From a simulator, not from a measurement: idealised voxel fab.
process module | voxel gate over fins
cross-section cut | 235 nm wide | cells 5 nm
A cross-section is a grid of square cells, given in bands from the top down. A band is one or more rows of cells.
Each band's line starts with the height of the band's top and of its bottom, in nm. Then come its materials from left to right, each with its width in nm. One material with "throughout" fills the band from edge to edge. "air" is empty space.
Height 0 is the level under which the wafer as received is all one material. The lowest band goes on downwards, as in "0 down".
A width such as "30 to 40" changes by the same amount from each row of cells to the next, from the band's top row to its bottom row.
"no change" after a step means that no cell of the cross-section changed.
closed voids: empty space of 8 cells or more with no open way to the top, each as width x height at its distance from the left edge, in nm
after a step's settings: what the simulator itself notes on the step
overlay nm, on a step with a mask: how far to the right of its planned place the mask lay; to the left if negative
plan
1 op RECEIVE | material Si
2 op CONFORMAL_DEP | material SiN | thk nm 5
3 op PATTERN | tone cover | mask id FINS | material resist | width nm 15 | pitch nm 50 | thk nm 20 | overlay nm 0
4 op DIRECTIONAL_ETCH | etch materials SiN | depth nm 5
5 op DIRECTIONAL_ETCH | etch materials Si | depth nm 30
6 op STRIP | etch materials resist
7 op FILL_DEP | material SiO2 | thk nm 5
8 op CMP | height nm 5
9 op PATTERN | tone open | mask id RAIL | material resist | width nm 15 | thk nm 20 | overlay nm 0
10 op DIRECTIONAL_ETCH | etch materials SiO2 | depth nm 30
11 op STRIP | etch materials resist
12 op CONFORMAL_DEP | material TiN | thk nm 5
13 op FILL_DEP | material Ru | thk nm 5
14 op CMP | height nm 5
15 op SELECTIVE_ETCH | etch materials W Ru TiN | depth nm 20
16 op FILL_DEP | material SiO2 | thk nm 5
17 op CMP | height nm 5
18 op SELECTIVE_ETCH | etch materials SiO2 | depth nm 15
19 op STRIP | etch materials SiN
20 op CONFORMAL_DEP | material HfO2 | thk nm 5
21 op CONFORMAL_DEP | material TiN | thk nm 5
22 op CONFORMAL_DEP | material TiAl | thk nm 5
23 op CONFORMAL_DEP | material TiN | thk nm 5
24 op FILL_DEP | material W | thk nm 15
25 op CMP | height nm 30
26 op CONFORMAL_DEP | material SiN | thk nm 10
first wafer, as planned
as received, after step 1
  0 down: Si throughout
  closed voids: none
after step 2
  5 to 0: SiN throughout
  below 0: unchanged
after step 3
  25 to 5: air 85 | resist 15 | air 35 | resist 15 | air 85
  below 5: unchanged
after step 4
  25 to 5: air 85 | resist 15 | air 35 | resist 15 | air 85
  5 to 0: air 85 | SiN 15 | air 35 | SiN 15 | air 85
  below 0: unchanged
after step 5
  25 to 5: air 85 | resist 15 | air 35 | resist 15 | air 85
  5 to 0: air 85 | SiN 15 | air 35 | SiN 15 | air 85
  0 to -30: air 85 | Si 15 | air 35 | Si 15 | air 85
  below -30: unchanged
after step 6
  5 to 0: air 85 | SiN 15 | air 35 | SiN 15 | air 85
  below 0: unchanged
after step 7
  10 to 5: SiO2 throughout
  5 to 0: SiO2 85 | SiN 15 | SiO2 35 | SiN 15 | SiO2 85
  0 to -30: SiO2 85 | Si 15 | SiO2 35 | Si 15 | SiO2 85
  below -30: unchanged
after step 8
  5 to 0: SiO2 85 | SiN 15 | SiO2 35 | SiN 15 | SiO2 85
  below 0: unchanged
after step 9
  25 to 5: resist 110 | air 15 | resist 110
  below 5: unchanged
after step 10
  25 to 5: resist 110 | air 15 | resist 110
  5 to 0: SiO2 85 | SiN 15 | SiO2 10 | air 15 | SiO2 10 | SiN 15 | SiO2 85
  0 to -25: SiO2 85 | Si 15 | SiO2 10 | air 15 | SiO2 10 | Si 15 | SiO2 85
  below -25: unchanged
after step 11
  5 to 0: SiO2 85 | SiN 15 | SiO2 10 | air 15 | SiO2 10 | SiN 15 | SiO2 85
  below 0: unchanged
after step 12
  10 to 5: TiN 115 | air 5 | TiN 115
  5 to 0: SiO2 85 | SiN 15 | SiO2 10 | TiN 5 | air 5 | TiN 5 | SiO2 10 | SiN 15 | SiO2 85
  0 to -20: SiO2 85 | Si 15 | SiO2 10 | TiN 5 | air 5 | TiN 5 | SiO2 10 | Si 15 | SiO2 85
  -20 to -25: SiO2 85 | Si 15 | SiO2 10 | TiN 15 | SiO2 10 | Si 15 | SiO2 85
  below -25: unchanged
after step 13
  15 to 10: Ru throughout
  10 to 5: TiN 115 | Ru 5 | TiN 115
  5 to 0: SiO2 85 | SiN 15 | SiO2 10 | TiN 5 | Ru 5 | TiN 5 | SiO2 10 | SiN 15 | SiO2 85
  0 to -20: SiO2 85 | Si 15 | SiO2 10 | TiN 5 | Ru 5 | TiN 5 | SiO2 10 | Si 15 | SiO2 85
  below -20: unchanged
after step 14
  5 to 0: SiO2 85 | SiN 15 | SiO2 10 | TiN 5 | Ru 5 | TiN 5 | SiO2 10 | SiN 15 | SiO2 85
  below 0: unchanged
after step 15
  5 to 0: SiO2 85 | SiN 15 | SiO2 10 | air 15 | SiO2 10 | SiN 15 | SiO2 85
  0 to -15: SiO2 85 | Si 15 | SiO2 10 | air 15 | SiO2 10 | Si 15 | SiO2 85
  below -15: unchanged
after step 16
  10 to 5: SiO2 throughout
  5 to 0: SiO2 85 | SiN 15 | SiO2 35 | SiN 15 | SiO2 85
  0 to -15: SiO2 85 | Si 15 | SiO2 35 | Si 15 | SiO2 85
  below -15: unchanged
after step 17
  5 to 0: SiO2 85 | SiN 15 | SiO2 35 | SiN 15 | SiO2 85
  below 0: unchanged
after step 18
  5 to 0: air 85 | SiN 15 | air 35 | SiN 15 | air 85
  0 to -10: air 85 | Si 15 | air 35 | Si 15 | air 85
  below -10: unchanged
after step 19
  0 to -10: air 85 | Si 15 | air 35 | Si 15 | air 85
  below -10: unchanged
after step 20
  5 to 0: air 80 | HfO2 25 | air 25 | HfO2 25 | air 80
  0 to -5: air 80 | HfO2 5 | Si 15 | HfO2 5 | air 25 | HfO2 5 | Si 15 | HfO2 5 | air 80
  -5 to -10: HfO2 85 | Si 15 | HfO2 35 | Si 15 | HfO2 85
  below -10: unchanged
after step 21
  10 to 5: air 75 | TiN 35 | air 15 | TiN 35 | air 75
  5 to 0: air 75 | TiN 5 | HfO2 25 | TiN 5 | air 15 | TiN 5 | HfO2 25 | TiN 5 | air 75
  0 to -5: TiN 80 | HfO2 5 | Si 15 | HfO2 5 | TiN 25 | HfO2 5 | Si 15 | HfO2 5 | TiN 80
  below -5: unchanged
after step 22
  15 to 10: air 70 | TiAl 45 | air 5 | TiAl 45 | air 70
  10 to 5: air 70 | TiAl 5 | TiN 35 | TiAl 5 | air 5 | TiAl 5 | TiN 35 | TiAl 5 | air 70
  5 to 0: TiAl 75 | TiN 5 | HfO2 25 | TiN 5 | TiAl 15 | TiN 5 | HfO2 25 | TiN 5 | TiAl 75
  below 0: unchanged
after step 23
  20 to 15: air 65 | TiN 105 | air 65
  15 to 10: air 65 | TiN 5 | TiAl 45 | TiN 5 | TiAl 45 | TiN 5 | air 65
  10 to 5: TiN 70 | TiAl 5 | TiN 35 | TiAl 5 | TiN 5 | TiAl 5 | TiN 35 | TiAl 5 | TiN 70
  below 5: unchanged
after step 24
  35 to 20: W throughout
  20 to 15: W 65 | TiN 105 | W 65
  15 to 10: W 65 | TiN 5 | TiAl 45 | TiN 5 | TiAl 45 | TiN 5 | W 65
  below 10: unchanged
after step 25
  30 to 20: W throughout
  below 20: unchanged
after step 26
  40 to 30: SiN throughout
  below 30: unchanged
second wafer: like start, like plan, one mistake. Through step 21 it matches the first wafer
when step 22 should have ended: no change
when step 23 should have ended
  15 to 5: air 70 | TiN 45 | air 5 | TiN 45 | air 70
  5 to 0: TiN 80 | HfO2 25 | TiN 25 | HfO2 25 | TiN 80
  below 0: unchanged
when step 24 should have ended
  30 to 15: W throughout
  15 to 5: W 70 | TiN 45 | W 5 | TiN 45 | W 70
  below 5: unchanged
when step 25 should have ended: no change
when step 26 should have ended
  40 to 30: SiN throughout
  below 30: unchanged
what went wrong: step 22 was left out
at the end the second wafer has, in cells: 55 fewer of TiAl | 2 more of TiN | 53 more of W
